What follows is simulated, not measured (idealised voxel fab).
Process module under the name voxel capacitor over wiring
265 nm wide, 5 nm square cells: that's cross-section cut.
For the purposes of this document, a cross-section shall be understood as a grid of square cells, specified as bands listed in top-to-bottom order, each band consisting of one or more rows of cells.
Heights first: top, then bottom, in nm. Then materials, left to right, each with a width in nm. "full width" on a single material: fills the band edge to edge. "air": empty space.
Height reference: 0 = level under which incoming wafer is all one material. Lowest band: no bottom, runs on downward, e.g. "z 0 and below".
Quick explanation for "30->40": the width changes in equal steps down the rows of cells, from the first number in the band's top row to the second number in its bottom row.
Reading "no change occurred" for a step: not a cell of the cross-section changed in it.
"Closed void table" means: voids of 8 cells or more that are shut off from the top with no open way through. Written width x height at distance, distance from the left edge, in nm.
That trailing text on a step's line, after the settings, is the simulator's own remark on the step.
Each step line may optionally specify "overlay nm", which for a step with a mask gives the rightward distance between the mask's planned place and where it lay, a negative value indicating the leftward direction.
### Listed below are the process steps as planned
1. RECEIVE (material Si)
2. CONFORMAL_DEP (material SiO2; thk nm 10)
3. CONFORMAL_DEP (material SiN; thk nm 5)
4. DIRECTIONAL_DEP (material lowk; thk nm 15)
5. DIRECTIONAL_DEP (material aC; thk nm 10)
6. PATTERN (tone open; mask id METAL_1; material resist; width nm 30; pitch nm 100; thk nm 25; overlay nm 0)
7. DIRECTIONAL_ETCH (etch materials aC; depth nm 10)
8. STRIP (etch materials resist)
9. DIRECTIONAL_ETCH (etch materials lowk; depth nm 15)
10. DIRECTIONAL_ETCH (etch materials SiN; depth nm 5)
11. STRIP (etch materials aC)
12. CONFORMAL_DEP (material TiN; thk nm 5)
13. FILL_DEP (material Cu; thk nm 10)
14. CMP (height nm 30)
15. EPI (material Ru; thk nm 5)
16. FILL_DEP (material SiCN; thk nm 5)
17. DIRECTIONAL_DEP (material lowk; thk nm 20)
18. MASKED_ETCH (tone open; mask id PLUG_1; width nm 15; etch materials lowk; depth nm 20; overlay nm 0)
19. MASKED_ETCH (tone open; mask id PLUG_1; width nm 15; etch materials SiCN; depth nm 5; overlay nm 0)
20. EPI (material Ru; thk nm 10)
21. EPI (material Ru; thk nm 10)
22. EPI (material Ru; thk nm 5)
23. DIRECTIONAL_DEP (material TiN; thk nm 10)
24. DIRECTIONAL_DEP (material Al2O3; thk nm 5)
25. DIRECTIONAL_DEP (material TiN; thk nm 5)
26. PATTERN (tone cover; mask id UPPER_PLATE; material resist; width nm 75; thk nm 15; overlay nm 0)
27. DIRECTIONAL_ETCH (etch materials TiN; depth nm 5)
28. DIRECTIONAL_ETCH (etch materials Al2O3; depth nm 5)
29. STRIP (etch materials resist)
30. MASKED_ETCH (tone cover; mask id LOWER_PLATE; width nm 85; etch materials TiN; depth nm 10; overlay nm 0)
31. FILL_DEP (material SiO2; thk nm 15)
32. CMP (height nm 90)
33. DIRECTIONAL_DEP (material aC; thk nm 15)
34. PATTERN (tone open; mask id PLUG_2; material resist; width nm 15; thk nm 35; overlay nm -15)
35. DIRECTIONAL_ETCH (etch materials aC; depth nm 15)
36. STRIP (etch materials resist)
37. DIRECTIONAL_ETCH (etch materials SiO2; depth nm 10)
38. STRIP (etch materials aC)
39. CONFORMAL_DEP (material TiN; thk nm 5)
40. FILL_DEP (material Ru; thk nm 10)
41. CMP (height nm 90)
42. CONFORMAL_DEP (material SiCN; thk nm 5)
Split variable: overlay nm, step 34. Plan value = first wafer. Wafers start alike.
### After step 1, as received: first of several wafers, cross-section
- z 0 and below = Si full width
- Closed void table: none
### End of module: cross-section of the first of several wafers after step 42, the last step
- z 95 to 90 = SiCN full width
- z 90 to 85 = SiO2 (75); TiN (5); Ru (5); TiN (5); SiO2 (175)
- z 85 to 75 = SiO2 (75->80); TiN (15->75); SiO2 (175->110)
- z 75 to 70 = SiO2 (80); Al2O3 (75); SiO2 (110)
- z 70 to 60 = SiO2 (75); TiN (85); SiO2 (105)
- z 60 to 40 = lowk (80); Ru (15); lowk (170)
- z 40 to 35 = SiCN (80); Ru (15); SiCN (170)
- z 35 to 30 = SiCN (60); Ru (40); SiCN (60); Ru (40); SiCN (65)
- z 30 to 15 = lowk (65); TiN (5); Cu (20); TiN (5); lowk (70); TiN (5); Cu (20); TiN (5); lowk (70)
- z 15 to 10 = SiN (65); TiN (30); SiN (70); TiN (30); SiN (70)
- z 10 to 0 = SiO2 full width
- z 0 and below = Si full width
- Closed void table: none
### A cross-section through the last wafer at the close of the module
- z 95 to 90 = SiCN full width
- z 90 to 85 = SiO2 (105); TiN (5); Ru (5); TiN (5); SiO2 (145)
- z 85 to 75 = SiO2 (105->80); TiN (15->75); SiO2 (145->110)
- z 75 to 70 = SiO2 (80); Al2O3 (75); SiO2 (110)
- z 70 to 60 = SiO2 (75); TiN (85); SiO2 (105)
- z 60 to 40 = lowk (80); Ru (15); lowk (170)
- z 40 to 35 = SiCN (80); Ru (15); SiCN (170)
- z 35 to 30 = SiCN (60); Ru (40); SiCN (60); Ru (40); SiCN (65)
- z 30 to 15 = lowk (65); TiN (5); Cu (20); TiN (5); lowk (70); TiN (5); Cu (20); TiN (5); lowk (70)
- z 15 to 10 = SiN (65); TiN (30); SiN (70); TiN (30); SiN (70)
- z 10 to 0 = SiO2 full width
- z 0 and below = Si full width
- Closed void table: none
### Here is how to read the rows: every wafer has a row, and it shows the wafer at the end of the module, giving for each material how many cells were gained (+) or lost (-) since the wafer was received, then listing its closed voids
overlay nm -15; +15 Al2O3; +24 Cu; +32 Ru; +140 SiCN; +41 SiN; +354 SiO2; +78 TiN; +323 lowk; Closed void table: none
overlay nm -10; +15 Al2O3; +24 Cu; +32 Ru; +140 SiCN; +41 SiN; +354 SiO2; +78 TiN; +323 lowk; Closed void table: none
overlay nm -5; +15 Al2O3; +24 Cu; +32 Ru; +140 SiCN; +41 SiN; +354 SiO2; +78 TiN; +323 lowk; Closed void table: none
overlay nm 0; +15 Al2O3; +24 Cu; +32 Ru; +140 SiCN; +41 SiN; +354 SiO2; +78 TiN; +323 lowk; Closed void table: none
overlay nm 5; +15 Al2O3; +24 Cu; +32 Ru; +140 SiCN; +41 SiN; +354 SiO2; +78 TiN; +323 lowk; Closed void table: none
overlay nm 10; +15 Al2O3; +24 Cu; +32 Ru; +140 SiCN; +41 SiN; +354 SiO2; +78 TiN; +323 lowk; Closed void table: none
overlay nm 15; +15 Al2O3; +24 Cu; +32 Ru; +140 SiCN; +41 SiN; +354 SiO2; +78 TiN; +323 lowk; Closed void table: none
